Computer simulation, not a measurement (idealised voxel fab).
Process module heading - voxel capacitor over wiring
Cross-section cut: width 280 nm, square cells of 5 nm.
When this document writes out a cross-section, it uses a grid of square cells and lists it as bands, beginning at the top and moving down, with a band standing for one or more rows of cells. Heights first: top, then bottom, in nm. Then materials, left to right, each with a width in nm. "everywhere" on a single material: fills the band edge to edge. "air": empty space. Heights are reckoned from 0. Under this level, the received wafer is all of one material. The bottommost band is open-ended downward, for example "0 down". With a width like "30->40", each row of cells in the band differs from the next by the same amount, the top row carrying the first number and the bottom row the second. The designation "no modification", where it is given for a processing step, indicates that no cell of the cross-section was altered in the course of that step. "Closed void roster": sealed empty spaces, 8 cells or more, no open way to top, listed width x height at distance, with distance from the left edge and width, height and distance in nm. The remark found on a step's line after its settings is issued by the simulator itself and pertains to that step. Regarding "overlay nm": on a step with a mask, it is the distance the mask lay to the right of its planned place; a negative value places it to the left.
**The planned process steps are enumerated hereunder**
1 RECEIVE: material Si
2 CONFORMAL_DEP: material SiO2, thk nm 10
3 DIRECTIONAL_DEP: material TiN, thk nm 5
4 DIRECTIONAL_DEP: material W, thk nm 20
5 MASKED_ETCH: tone cover, mask id METAL_1, width nm 25, pitch nm 85, etch materials W, depth nm 20, overlay nm 0
6 MASKED_ETCH: tone cover, mask id METAL_1, width nm 25, pitch nm 85, etch materials TiN, depth nm 5, overlay nm 0
7 CONFORMAL_DEP: material SiN, thk nm 5
8 FILL_DEP: material lowk, thk nm 5
9 CMP: height nm 35
10 CONFORMAL_DEP: material SiCN, thk nm 5
11 DIRECTIONAL_DEP: material SiO2, thk nm 15
12 PATTERN: tone open, mask id PLUG_1, material resist, width nm 15, thk nm 15, overlay nm 0
13 DIRECTIONAL_ETCH: etch materials SiO2, depth nm 15
14 DIRECTIONAL_ETCH: etch materials SiCN, depth nm 5
15 STRIP: etch materials resist
16 EPI: material Ru, thk nm 10
17 EPI: material Ru, thk nm 10
18 DIRECTIONAL_DEP: material TiN, thk nm 10
19 DIRECTIONAL_DEP: material HfO2, thk nm 5
20 DIRECTIONAL_DEP: material TiN, thk nm 5
21 DIRECTIONAL_DEP: material aC, thk nm 15
22 PATTERN: tone cover, mask id UPPER_PLATE, material resist, width nm 65, thk nm 30, overlay nm 0
23 DIRECTIONAL_ETCH: etch materials aC, depth nm 15
24 STRIP: etch materials resist
25 DIRECTIONAL_ETCH: etch materials TiN, depth nm 5
26 DIRECTIONAL_ETCH: etch materials HfO2, depth nm 5
27 STRIP: etch materials aC
28 DIRECTIONAL_DEP: material aC, thk nm 15
29 PATTERN: tone cover, mask id LOWER_PLATE, material resist, width nm 75, thk nm 35, overlay nm 0
30 DIRECTIONAL_ETCH: etch materials aC, depth nm 15
31 STRIP: etch materials resist
32 DIRECTIONAL_ETCH: etch materials TiN, depth nm 10
33 STRIP: etch materials aC
34 FILL_DEP: material SiO2, thk nm 15
35 CMP: height nm 85
36 DIRECTIONAL_DEP: material aC, thk nm 15
37 PATTERN: tone open, mask id PLUG_2, material resist, width nm 15, thk nm 35, overlay nm 0
38 DIRECTIONAL_ETCH: etch materials aC, depth nm 15
39 STRIP: etch materials resist
40 DIRECTIONAL_ETCH: etch materials SiO2, depth nm 10
41 STRIP: etch materials aC
42 CONFORMAL_DEP: material TiN, thk nm 5
43 FILL_DEP: material Cu, thk nm 5
44 CMP: height nm 85
45 CONFORMAL_DEP: material SiCN, thk nm 5
**Cross-section of the wafer as it came to us, i.e., already through step 1**
> 0 down: Si everywhere
> Closed void roster: none
**Run as planned - first of the two wafers cross-sectioned at the end of the module**
> 90 to 85: SiCN everywhere
> 85 to 80: SiO2 105 nm; TiN 5 nm; Cu 5 nm; TiN 5 nm; SiO2 160 nm
> 80 to 70: SiO2 105->95 nm; TiN 15->65 nm; SiO2 160->120 nm
> 70 to 65: SiO2 95 nm; HfO2 65 nm; SiO2 120 nm
> 65 to 55: SiO2 90 nm; TiN 75 nm; SiO2 115 nm
> 55 to 40: SiO2 95 nm; Ru 15 nm; SiO2 170 nm
> 40 to 35: SiCN 95 nm; Ru 15 nm; SiCN 170 nm
> 35 to 15: lowk 80 nm; SiN 5 nm; W 25 nm; SiN 5 nm; lowk 50 nm; SiN 5 nm; W 25 nm; SiN 5 nm; lowk 80 nm
> 15 to 10: SiN 85 nm; TiN 25 nm; SiN 60 nm; TiN 25 nm; SiN 85 nm
> 10 to 0: SiO2 everywhere
> 0 down: Si everywhere
> Closed void roster: none
**Cross-section of the latter of the two wafers at module completion. It had an identical start and an identical plan to the former; in running it, one mistake was made**
> 90 to 85: SiCN everywhere
> 85 to 80: SiO2 105 nm; TiN 5 nm; Cu 5 nm; TiN 5 nm; SiO2 160 nm
> 80 to 70: SiO2 105->95 nm; TiN 15->65 nm; SiO2 160->120 nm
> 70 to 65: SiO2 95 nm; HfO2 65 nm; SiO2 120 nm
> 65 to 55: SiO2 90 nm; TiN 75 nm; SiO2 115 nm
> 55 to 40: SiO2 85 nm; Ru 15 nm; SiO2 180 nm
> 40 to 35: SiCN 85 nm; Ru 15 nm; SiCN 180 nm
> 35 to 15: lowk 80 nm; SiN 5 nm; W 25 nm; SiN 5 nm; lowk 50 nm; SiN 5 nm; W 25 nm; SiN 5 nm; lowk 80 nm
> 15 to 10: SiN 85 nm; TiN 25 nm; SiN 60 nm; TiN 25 nm; SiN 85 nm
> 10 to 0: SiO2 everywhere
> 0 down: Si everywhere
> Closed void roster: none
what went wrong: step 12 was not run as planned; what actually ran was PATTERN: tone open, mask id PLUG_1, material resist, width nm 15, thk nm 15, overlay nm -10
Heads up: at the end the two wafers have identical cell counts per material, they're just laid out differently.
